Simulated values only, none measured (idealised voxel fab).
voxel self aligned vias: a process module
Cross-section cut spans 210 nm and uses square cells 5 nm in size.
Throughout this document, each cross-section is represented as a grid of square cells and is presented as a sequence of bands enumerated from the top downward, where a band comprises one or more rows of cells. This entry defines a band. It first specifies the height of the band's top and the height of its bottom in nm, and then specifies the band's materials from left to right, stating each material with its width in nm. The word "edge to edge" identifies a single material that fills the band from edge to edge, while the word "empty" identifies empty space. Height datum 0, below which the as-received substrate wafer is one material. Lowest band open at the bottom, running downward: "z 0 and below". You'd read "30..40" like this: the band's top row of cells is as wide as the first number, its bottom row is as wide as the second, and going down, every row changes width by the same amount as the row before did. Key: "left unchanged" - step with no changed cell in the cross-section. Empty spaces counting at least 8 cells and having no open way to the top are listed in "Closed empty spaces". The notation width x height at distance is used for each, the distance being from the left edge and all three values in nm. On a step's line, text after the settings is the simulator commenting on that step. overlay nm: mask offset rightward from planned place, masked step; negative means leftward offset.
# List of planned process steps
1 RECEIVE [material Si]
2 CONFORMAL_DEP [material SiO2] [thk nm 10]
3 CONFORMAL_DEP [material SiCN] [thk nm 5]
4 DIRECTIONAL_DEP [material lowk] [thk nm 25]
5 PATTERN [tone open] [mask id LINES] [material resist] [width nm 15] [pitch nm 55] [thk nm 15] [overlay nm 0]
6 DIRECTIONAL_ETCH [etch materials lowk] [depth nm 25]
7 STRIP [etch materials resist]
8 CONFORMAL_DEP [material TiN] [thk nm 5]
9 FILL_DEP [material Ru] [thk nm 5]
10 CMP [height nm 40]
11 SELECTIVE_ETCH [etch materials W Ru TiN] [depth nm 10]
12 FILL_DEP [material SiN] [thk nm 5]
13 CMP [height nm 40]
14 DIRECTIONAL_DEP [material lowk] [thk nm 20]
15 MASKED_ETCH [tone open] [mask id VIAS] [width nm 35] [pitch nm 55] [etch materials lowk] [depth nm 20] [overlay nm 0]
16 MASKED_ETCH [tone open] [mask id VIAS] [width nm 35] [pitch nm 55] [etch materials SiN] [depth nm 10] [overlay nm 0]
17 CONFORMAL_DEP [material TiN] [thk nm 5]
18 FILL_DEP [material Ru] [thk nm 5]
19 CMP [height nm 60]
20 CONFORMAL_DEP [material SiN] [thk nm 5]
Same starting wafers, different width nm at step 5. Plan value belongs to the first wafer.
# So this is the first of several wafers, cross-sectioned as it came to us, meaning it's at the end of step 1
    z 0 and below | Si edge to edge
    Closed empty spaces: none
# First of several wafers in cross-section at module end, following the final step, step 20
    z 65 to 60 | SiN edge to edge
    z 60 to 45 | lowk: 30; TiN: 5; Ru: 25; TiN: 5; lowk: 20; TiN: 5; Ru: 25; TiN: 5; lowk: 20; TiN: 5; Ru: 25; TiN: 5; lowk: 35
    z 45 to 35 | lowk: 30..40; TiN: 15..5; Ru: 5; TiN: 15..5; lowk: 20..40; TiN: 15..5; Ru: 5; TiN: 15..5; lowk: 20..40; TiN: 15..5; Ru: 5; TiN: 15..5; lowk: 35..45
    z 35 to 30 | lowk: 40; TiN: 15; lowk: 40; TiN: 15; lowk: 40; TiN: 15; lowk: 45
    z 30 to 20 | lowk: 40; TiN: 5; Ru: 5; TiN: 5; lowk: 40; TiN: 5; Ru: 5; TiN: 5; lowk: 40; TiN: 5; Ru: 5; TiN: 5; lowk: 45
    z 20 to 15 | lowk: 40; TiN: 15; lowk: 40; TiN: 15; lowk: 40; TiN: 15; lowk: 45
    z 15 to 10 | SiCN edge to edge
    z 10 to 0 | SiO2 edge to edge
    z 0 and below | Si edge to edge
    Closed empty spaces: none
# Cross-section, module end, final of several wafers
    z 65 to 60 | SiN edge to edge
    z 60 to 40 | lowk: 30; TiN: 5; Ru: 25; TiN: 5; lowk: 20; TiN: 5; Ru: 25; TiN: 5; lowk: 20; TiN: 5; Ru: 25; TiN: 5; lowk: 35
    z 40 to 35 | lowk: 30; TiN: 5; Ru: 25; TiN: 5; SiN: 5; lowk: 15; TiN: 5; Ru: 25; TiN: 5; SiN: 5; lowk: 15; TiN: 5; Ru: 25; TiN: 5; SiN: 5; lowk: 30
    z 35 to 30 | lowk: 30; TiN: 35; SiN: 5; lowk: 15; TiN: 35; SiN: 5; lowk: 15; TiN: 35; SiN: 5; lowk: 30
    z 30 to 20 | lowk: 30; TiN: 5; Ru: 30; TiN: 5; lowk: 15; TiN: 5; Ru: 30; TiN: 5; lowk: 15; TiN: 5; Ru: 30; TiN: 5; lowk: 30
    z 20 to 15 | lowk: 30; TiN: 40; lowk: 15; TiN: 40; lowk: 15; TiN: 40; lowk: 30
    z 15 to 10 | SiCN edge to edge
    z 10 to 0 | SiO2 edge to edge
    z 0 and below | Si edge to edge
    Closed empty spaces: none
# So in this table every wafer gets its own row, and what you see is where it stands at the end of the module: for each material, how many cells it picked up (+) or gave up (-) since we received it, and after that its closed voids
width nm 15; +57 Ru; +42 SiCN; +42 SiN; +84 SiO2; +72 TiN; +249 lowk; Closed empty spaces: none
width nm 20; +69 Ru; +42 SiCN; +42 SiN; +84 SiO2; +75 TiN; +234 lowk; Closed empty spaces: none
width nm 25; +81 Ru; +42 SiCN; +42 SiN; +84 SiO2; +78 TiN; +219 lowk; Closed empty spaces: none
width nm 30; +93 Ru; +42 SiCN; +42 SiN; +84 SiO2; +81 TiN; +204 lowk; Closed empty spaces: none
width nm 35; +105 Ru; +42 SiCN; +42 SiN; +84 SiO2; +84 TiN; +189 lowk; Closed empty spaces: none
width nm 40; +111 Ru; +42 SiCN; +48 SiN; +84 SiO2; +87 TiN; +174 lowk; Closed empty spaces: none
